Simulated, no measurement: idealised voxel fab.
This is a process module. Its name is voxel local oxidation.
240 nm wide, 5 nm square cells: that's cross-section cut.
A cross-section in this document is a grid of square cells, and it is written down as bands, the top band listed before the ones below it; a band is made up of one or more rows of cells. What a band's entry tells you: where the top is and where the bottom is, as heights in nm, and after that what lies inside, material by material from left to right, each with its width in nm. Empty space is written as the word "empty", and a single material marked with the word "all across" occupies the band from edge to edge. Beneath 0, the wafer as received is one material, and that level is where height counting begins. The lowest band goes on downward without a bottom; it is written like "0 -> down". The two numbers in a width such as "30 to 40" mark its ends across the band: the first belongs to the top row of cells, the second to the bottom row, and from each row to the next the width moves by the same amount. For the purposes of this document, the phrase "remained the same" attached to a step denotes that no cell within the cross-section was modified by that step. Look at "Enclosed void listing" for the closed voids: empty spaces with no open path to the top, sized 8 cells or up. Each is width x height at distance, distance from the left edge, all nm. That trailing text on a step's line, after the settings, is the simulator's own remark on the step. "overlay nm" on a masked step: distance the mask lay right of its planned place, negative for left.

The process steps that were planned are listed below:
1) RECEIVE with material Si
2) OXIDIZE with depth nm 5
3) CONFORMAL_DEP with material SiN, thk nm 15
4) MASKED_ETCH with tone cover, mask id ACTIVE, width nm 115, etch materials SiN, depth nm 15, overlay nm 0
5) SELECTIVE_ETCH with etch materials SiO2, depth nm 5
6) OXIDIZE with depth nm 10
7) STRIP with etch materials SiN

The cross-section here shows the wafer as received, i.e. in its state after step 1:
0 -> down | Si all across
Enclosed void listing: none

Cross-section taken at module completion on the first of two wafers; processed per the plan:
0 -> -5 | empty (65) / SiO2 (105) / empty (70)
-5 -> -15 | SiO2 (75) / Si (85) / SiO2 (80)
-15 -> down | Si all across
Enclosed void listing: none

This is the second of the two wafers, cross-sectioned at the end of the module; it started exactly like the first and was given the same plan, but it was run with one mistake:
10 -> -5 | SiO2 all across
-5 -> down | Si all across
Enclosed void listing: none
Want to know what went wrong? step 3, actual vs plan mismatch, actual run CONFORMAL_DEP with material SiO2, thk nm 15
Materials where the second wafer ends with more or fewer cells than the first: Si +62 | SiO2 +61
